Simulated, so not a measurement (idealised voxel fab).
The document below concerns the process module designated voxel gate over fins.
Square cell edge 5 nm, section width 240 nm, ID cut.
The cross-sections in this document take the form of a grid made of square cells. They are written out as bands, in order from top to bottom. Each band consists of one or more rows of cells. First you get the band's top height and its bottom height, in nm, and then the materials it's made of, left to right, with each width in nm. If you see a single material with "all across", that one covers the band edge to edge. "blank" is empty space. Heights are measured from 0, the level below which the as-received wafer is all one material; the lowest band has no bottom and continues downward, written as in "from 0 down". Top row gets the first number, bottom row gets the second, and each row in between changes by the same step: that is how a band width like "30..40" works. "nothing different" (step): cross-section cells unchanged, all of them. "Closed void table" enumerates empty spaces isolated from the top, with no open way to it, that contain at least 8 cells, giving each as width x height at distance from the left edge, all three in nm. Read whatever lies past the settings on a step's line as the simulator's own remark about the step. overlay nm: on a step with a mask, how far right of its planned place the mask lay; negative means left.

### This section lists the process steps that were planned
1: op RECEIVE | material Si
2: op CONFORMAL_DEP | material SiN | thk nm 5
3: op PATTERN | tone cover | mask id FINS | material resist | width nm 15 | pitch nm 60 | thk nm 20 | overlay nm 0
4: op DIRECTIONAL_ETCH | etch materials SiN | depth nm 5
5: op DIRECTIONAL_ETCH | etch materials Si | depth nm 35
6: op STRIP | etch materials resist
7: op OXIDIZE | depth nm 5
8: op FILL_DEP | material SiO2 | thk nm 15
9: op CMP | height nm 5
10: op MASKED_ETCH | tone open | mask id RAIL | width nm 15 | etch materials SiO2 | depth nm 35 | overlay nm 0
11: op CONFORMAL_DEP | material TiN | thk nm 5
12: op FILL_DEP | material W | thk nm 5
13: op CMP | height nm 5
14: op SELECTIVE_ETCH | etch materials W Ru TiN | depth nm 30
15: op FILL_DEP | material SiO2 | thk nm 5
16: op CMP | height nm 5
17: op SELECTIVE_ETCH | etch materials SiO2 | depth nm 20
18: op STRIP | etch materials SiN
19: op CONFORMAL_DEP | material HfO2 | thk nm 5
20: op CONFORMAL_DEP | material TiN | thk nm 5
21: op CONFORMAL_DEP | material TiAl | thk nm 5
22: op CONFORMAL_DEP | material TiN | thk nm 5
23: op FILL_DEP | material W | thk nm 15
24: op CMP | height nm 30
25: op CONFORMAL_DEP | material SiCN | thk nm 5
varied across the wafers: width nm of step 10. The plan shows the first wafer's value. All wafers start alike

### Cut through the first of several wafers as received, post step 1
from 0 down = Si all across
Closed void table: none

### Last step of the module is step 25; after it, the first of several wafers in cross-section
from 35 to 30 = SiCN all across
from 30 to 20 = W all across
from 20 to 15 = W=65  TiN=45  W=15  TiN=45  W=70
from 15 to 10 = W=65  TiN=5  TiAl=35  TiN=5  W=15  TiN=5  TiAl=35  TiN=5  W=70
from 10 to 5 = W=65  TiN=5  TiAl=5  TiN=25  TiAl=5  TiN=5  W=15  TiN=5  TiAl=5  TiN=25  TiAl=5  TiN=5  W=70
from 5 to 0 = TiN=70  TiAl=5  TiN=5  HfO2=15  TiN=5  TiAl=5  TiN=25  TiAl=5  TiN=5  HfO2=15  TiN=5  TiAl=5  TiN=75
from 0 to -5 = TiAl=75  TiN=5  HfO2=5  Si=5  HfO2=5  TiN=5  TiAl=35  TiN=5  HfO2=5  Si=5  HfO2=5  TiN=5  TiAl=80
from -5 to -10 = TiN=80  HfO2=5  Si=5  HfO2=5  TiN=45  HfO2=5  Si=5  HfO2=5  TiN=85
from -10 to -15 = HfO2=85  Si=5  HfO2=55  Si=5  HfO2=90
from -15 to -25 = SiO2=85  Si=5  SiO2=55  Si=5  SiO2=90
from -25 to -30 = SiO2=85  Si=5  SiO2=20  TiN=15  SiO2=20  Si=5  SiO2=90
from -30 to -40 = SiO2=85  Si=5  SiO2=55  Si=5  SiO2=90
from -40 down = Si all across
Closed void table: none

### The final wafer, sectioned at module end
from 35 to 30 = SiCN all across
from 30 to 20 = W all across
from 20 to 15 = W=65  TiN=45  W=15  TiN=45  W=70
from 15 to 10 = W=65  TiN=5  TiAl=35  TiN=5  W=15  TiN=5  TiAl=35  TiN=5  W=70
from 10 to 5 = W=65  TiN=5  TiAl=5  TiN=25  TiAl=5  TiN=5  W=15  TiN=5  TiAl=5  TiN=25  TiAl=5  TiN=5  W=70
from 5 to 0 = TiN=70  TiAl=5  TiN=5  HfO2=15  TiN=5  TiAl=5  TiN=25  TiAl=5  TiN=5  HfO2=15  TiN=5  TiAl=5  TiN=75
from 0 to -5 = TiAl=75  TiN=5  HfO2=5  Si=5  HfO2=5  TiN=5  TiAl=35  TiN=5  HfO2=5  Si=5  HfO2=5  TiN=5  TiAl=80
from -5 to -10 = TiN=80  HfO2=5  Si=5  HfO2=5  TiN=45  HfO2=5  Si=5  HfO2=5  TiN=85
from -10 to -15 = HfO2=85  Si=5  HfO2=55  Si=5  HfO2=90
from -15 to -25 = SiO2=85  Si=5  SiO2=55  Si=5  SiO2=90
from -25 to -30 = SiO2=85  Si=5  SiO2=15  TiN=30  SiO2=10  Si=5  SiO2=90
from -30 to -40 = SiO2=85  Si=5  SiO2=55  Si=5  SiO2=90
from -40 down = Si all across
Closed void table: none

### The following table contains a row per wafer, in which are reported, at the conclusion of the module, the cells of each material gained (+) or lost (-) since the wafer's receipt, with its closed voids given thereafter
width nm 15, +60 HfO2, -368 Si, +48 SiCN, +227 SiO2, +60 TiAl, +123 TiN, +186 W, Closed void table: none
width nm 20, +60 HfO2, -368 Si, +48 SiCN, +226 SiO2, +60 TiAl, +124 TiN, +186 W, Closed void table: none
width nm 25, +60 HfO2, -368 Si, +48 SiCN, +225 SiO2, +60 TiAl, +125 TiN, +186 W, Closed void table: none
width nm 30, +60 HfO2, -368 Si, +48 SiCN, +224 SiO2, +60 TiAl, +126 TiN, +186 W, Closed void table: none
